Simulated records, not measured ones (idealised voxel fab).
The process module that follows is named voxel trench capacitor.
Cross-sectional view cut (width: 215 nm; square cell size: 5 nm).
Bands, listed from the top down, are how a cross-section gets written in this document; the cross-section itself is a grid of square cells, and a band is one or more rows of them.
Read a band's entry like this: the first values are the height of its top and the height of its bottom in nm, and what follows is the sequence of materials from left to right, each with its width in nm. Note that "blank" is empty space, and that a single material marked "all across" reaches across the band from edge to edge.
Heights are expressed relative to 0, this being the level below which the as-received wafer comprises one material exclusively. The lowest band is unbounded in the downward direction and is denoted as in "top 0, no bottom".
The expression "30 to 40" gives the width at the extremes of the band, the first number at its top row of cells and the second at its bottom row, with the width changing by equal amounts from each row to the next in between.
Any step labelled "no change occurred" changed none of the cells in the cross-section.
Closed empty spaces (no open way to the top) of 8 cells or more are what "Sealed voids" lists, each as width x height at distance from the left edge, nm for all three.
Whatever follows a step's settings on its line is a remark the simulator itself makes about that step.
Each step line may optionally specify "overlay nm", which for a step with a mask gives the rightward distance between the mask's planned place and where it lay, a negative value indicating the leftward direction.

**Set out below are the planned steps of the process**
1: RECEIVE (material Si)
2: CONFORMAL_DEP (material SiN; thk nm 10)
3: MASKED_ETCH (tone open; mask id TRENCH; width nm 30; pitch nm 45; etch materials SiN; depth nm 10; overlay nm 0)
4: MASKED_ETCH (tone open; mask id TRENCH; width nm 30; pitch nm 45; etch materials Si; depth nm 25; overlay nm 0)
5: CONFORMAL_DEP (material Al2O3; thk nm 5)
6: CONFORMAL_DEP (material TiN; thk nm 5)
7: FILL_DEP (material W; thk nm 5)
8: CMP (height nm 10)

**As-received state of the wafer in cross-section, equivalent to post-step 1**
- top 0, no bottom  Si all across
- Sealed voids: none

**First of two wafers, end-of-module section, run followed plan**
- top 10, bottom 0  45 of SiN / 5 of Al2O3 / 5 of TiN / 10 of W / 5 of TiN / 5 of Al2O3 / 15 of SiN / 5 of Al2O3 / 5 of TiN / 10 of W / 5 of TiN / 5 of Al2O3 / 15 of SiN / 5 of Al2O3 / 5 of TiN / 10 of W / 5 of TiN / 5 of Al2O3 / 50 of SiN
- top 0, bottom -15  45 of Si / 5 of Al2O3 / 5 of TiN / 10 of W / 5 of TiN / 5 of Al2O3 / 15 of Si / 5 of Al2O3 / 5 of TiN / 10 of W / 5 of TiN / 5 of Al2O3 / 15 of Si / 5 of Al2O3 / 5 of TiN / 10 of W / 5 of TiN / 5 of Al2O3 / 50 of Si
- top -15, bottom -20  45 of Si / 5 of Al2O3 / 20 of TiN / 5 of Al2O3 / 15 of Si / 5 of Al2O3 / 20 of TiN / 5 of Al2O3 / 15 of Si / 5 of Al2O3 / 20 of TiN / 5 of Al2O3 / 50 of Si
- top -20, bottom -25  45 of Si / 30 of Al2O3 / 15 of Si / 30 of Al2O3 / 15 of Si / 30 of Al2O3 / 50 of Si
- top -25, no bottom  Si all across
- Sealed voids: none

**Cross-sectional view: second of two wafers, end of module; start and plan identical to the first, one mistake in running**
- top 10, bottom 0  45 of SiN / 5 of W / 5 of TiN / 10 of W / 5 of TiN / 5 of W / 15 of SiN / 5 of W / 5 of TiN / 10 of W / 5 of TiN / 5 of W / 15 of SiN / 5 of W / 5 of TiN / 10 of W / 5 of TiN / 5 of W / 50 of SiN
- top 0, bottom -15  45 of Si / 5 of W / 5 of TiN / 10 of W / 5 of TiN / 5 of W / 15 of Si / 5 of W / 5 of TiN / 10 of W / 5 of TiN / 5 of W / 15 of Si / 5 of W / 5 of TiN / 10 of W / 5 of TiN / 5 of W / 50 of Si
- top -15, bottom -20  45 of Si / 5 of W / 20 of TiN / 5 of W / 15 of Si / 5 of W / 20 of TiN / 5 of W / 15 of Si / 5 of W / 20 of TiN / 5 of W / 50 of Si
- top -20, bottom -25  45 of Si / 30 of W / 15 of Si / 30 of W / 15 of Si / 30 of W / 50 of Si
- top -25, no bottom  Si all across
- Sealed voids: none
Heads up, the wafer didn't run the way we planned it: step 5 ran as: CONFORMAL_DEP (material W; thk nm 5)
Materials where the second wafer ends with more or fewer cells than the first: Al2O3 -54; W +54
